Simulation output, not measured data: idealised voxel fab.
The following is a process module called voxel quadruple lines.
Shown is cross-section cut, with a width of 230 nm and square cells of size 5 nm.
A cross-section is written here as square cells arranged in a grid, and it is given in bands from the top down, each band taking up one or more rows of cells. Per band: top height and bottom height in nm, followed by the left-to-right materials and their widths in nm; "edge to edge" marks a single material spanning edge to edge, "empty" marks empty space. Heads up on the height convention: 0 is the point under which the incoming wafer is all one material, and the lowest band has no bottom, it just keeps going down, like "0..down". Per-row width for "30..40": begins at first number (top row of band), ends at second number (bottom row), increment between rows held constant. "identical to before" means the step left every cell of the cross-section as it was. Closed-off voids of 8+ cells (no open route to the top) go in "Trapped cavities", written width x height at distance from the left edge, in nm. Whatever follows a step's settings on its line is a remark the simulator itself makes about that step. On any step carrying a mask, the "overlay nm" setting, if present on the step's line, tells how far right of its planned place the mask lay; negative values point to the left.

# The process steps that were planned are listed below
1. RECEIVE | material Si
2. CONFORMAL_DEP | material SiO2 | thk nm 5
3. DIRECTIONAL_DEP | material TiN | thk nm 10
4. DIRECTIONAL_DEP | material polySi | thk nm 15
5. DIRECTIONAL_DEP | material aC | thk nm 20
6. PATTERN | tone cover | mask id MANDREL | material resist | width nm 25 | thk nm 25 | overlay nm 0
7. DIRECTIONAL_ETCH | etch materials aC | depth nm 20
8. STRIP | etch materials resist
9. CONFORMAL_DEP | material SiO2 | thk nm 15
10. DIRECTIONAL_ETCH | etch materials SiO2 | depth nm 15
11. STRIP | etch materials aC
12. DIRECTIONAL_ETCH | etch materials polySi | depth nm 15
13. STRIP | etch materials SiO2
14. CONFORMAL_DEP | material SiCN | thk nm 5
15. DIRECTIONAL_ETCH | etch materials SiCN | depth nm 5
16. STRIP | etch materials polySi
17. DIRECTIONAL_ETCH | etch materials TiN | depth nm 10
18. STRIP | etch materials SiCN
19. FILL_DEP | material SiO2 | thk nm 5
20. CMP | height nm 15

# Below: the first of two wafers, run as planned

# Delivered wafer in cross-section: state after step 1
  0..down  Si edge to edge
  Trapped cavities: none

# You're looking at a cross-section of the wafer after step 2
  5..0  SiO2 edge to edge
  All layers under 0 are left as they were.

# You're looking at a cross-section of the wafer after step 3
  15..5  TiN edge to edge
  All layers under 5 are left as they were.

# You're looking at a cross-section of the wafer after step 4
  30..15  polySi edge to edge
  All layers under 15 are left as they were.

# You're looking at a cross-section of the wafer after step 5
  50..30  aC edge to edge
  All layers under 30 are left as they were.

# You're looking at a cross-section of the wafer after step 6
  75..50  100 empty; 25 resist; 105 empty
  All layers under 50 are left as they were.

# You're looking at a cross-section of the wafer after step 7
  55..50  100 empty; 25 resist; 105 empty
  50..30  100 empty; 25 aC; 105 empty
  All layers under 30 are left as they were.

# You're looking at a cross-section of the wafer after step 8
  50..30  100 empty; 25 aC; 105 empty
  All layers under 30 are left as they were.

# You're looking at a cross-section of the wafer after step 9
  65..50  85 empty; 55 SiO2; 90 empty
  50..45  85 empty; 15 SiO2; 25 aC; 15 SiO2; 90 empty
  45..30  100 SiO2; 25 aC; 105 SiO2
  All layers under 30 are left as they were.

# You're looking at a cross-section of the wafer after step 10
  50..30  85 empty; 15 SiO2; 25 aC; 15 SiO2; 90 empty
  All layers under 30 are left as they were.

# You're looking at a cross-section of the wafer after step 11
  50..30  85 empty; 15 SiO2; 25 empty; 15 SiO2; 90 empty
  All layers under 30 are left as they were.

# You're looking at a cross-section of the wafer after step 12
  50..30  85 empty; 15 SiO2; 25 empty; 15 SiO2; 90 empty
  30..15  85 empty; 15 polySi; 25 empty; 15 polySi; 90 empty
  All layers under 15 are left as they were.

# You're looking at a cross-section of the wafer after step 13
  30..15  85 empty; 15 polySi; 25 empty; 15 polySi; 90 empty
  All layers under 15 are left as they were.

# You're looking at a cross-section of the wafer after step 14
  35..30  80 empty; 25 SiCN; 15 empty; 25 SiCN; 85 empty
  30..20  80 empty; 5 SiCN; 15 polySi; 5 SiCN; 15 empty; 5 SiCN; 15 polySi; 5 SiCN; 85 empty
  20..15  85 SiCN; 15 polySi; 25 SiCN; 15 polySi; 90 SiCN
  All layers under 15 are left as they were.

# You're looking at a cross-section of the wafer after step 15
  30..15  80 empty; 5 SiCN; 15 polySi; 5 SiCN; 15 empty; 5 SiCN; 15 polySi; 5 SiCN; 85 empty
  All layers under 15 are left as they were.

# You're looking at a cross-section of the wafer after step 16
  30..15  80 empty; 5 SiCN; 15 empty; 5 SiCN; 15 empty; 5 SiCN; 15 empty; 5 SiCN; 85 empty
  All layers under 15 are left as they were.

# You're looking at a cross-section of the wafer after step 17
  30..15  80 empty; 5 SiCN; 15 empty; 5 SiCN; 15 empty; 5 SiCN; 15 empty; 5 SiCN; 85 empty
  15..5  80 empty; 5 TiN; 15 empty; 5 TiN; 15 empty; 5 TiN; 15 empty; 5 TiN; 85 empty
  All layers under 5 are left as they were.

# You're looking at a cross-section of the wafer after step 18
  15..5  80 empty; 5 TiN; 15 empty; 5 TiN; 15 empty; 5 TiN; 15 empty; 5 TiN; 85 empty
  All layers under 5 are left as they were.

# You're looking at a cross-section of the wafer after step 19
  20..15  SiO2 edge to edge
  15..5  80 SiO2; 5 TiN; 15 SiO2; 5 TiN; 15 SiO2; 5 TiN; 15 SiO2; 5 TiN; 85 SiO2
  All layers under 5 are left as they were.

# You're looking at a cross-section of the wafer after step 20
  15..5  80 SiO2; 5 TiN; 15 SiO2; 5 TiN; 15 SiO2; 5 TiN; 15 SiO2; 5 TiN; 85 SiO2
  All layers under 5 are left as they were.

# Second wafer, same starting state and plan as the first, one mistake in the run, identical through step 19

# What the second wafer looks like in cross-section when step 20 should have wrapped up
  5..0  SiO2 edge to edge
  All layers under 0 are left as they were.
Deviation noted in wafer processing: step 20 did not happen as planned, as run it was CMP | height nm 5
Heads up, by the end the second wafer has more or fewer cells of some materials compared to the first: 84 fewer of SiO2 | 8 fewer of TiN
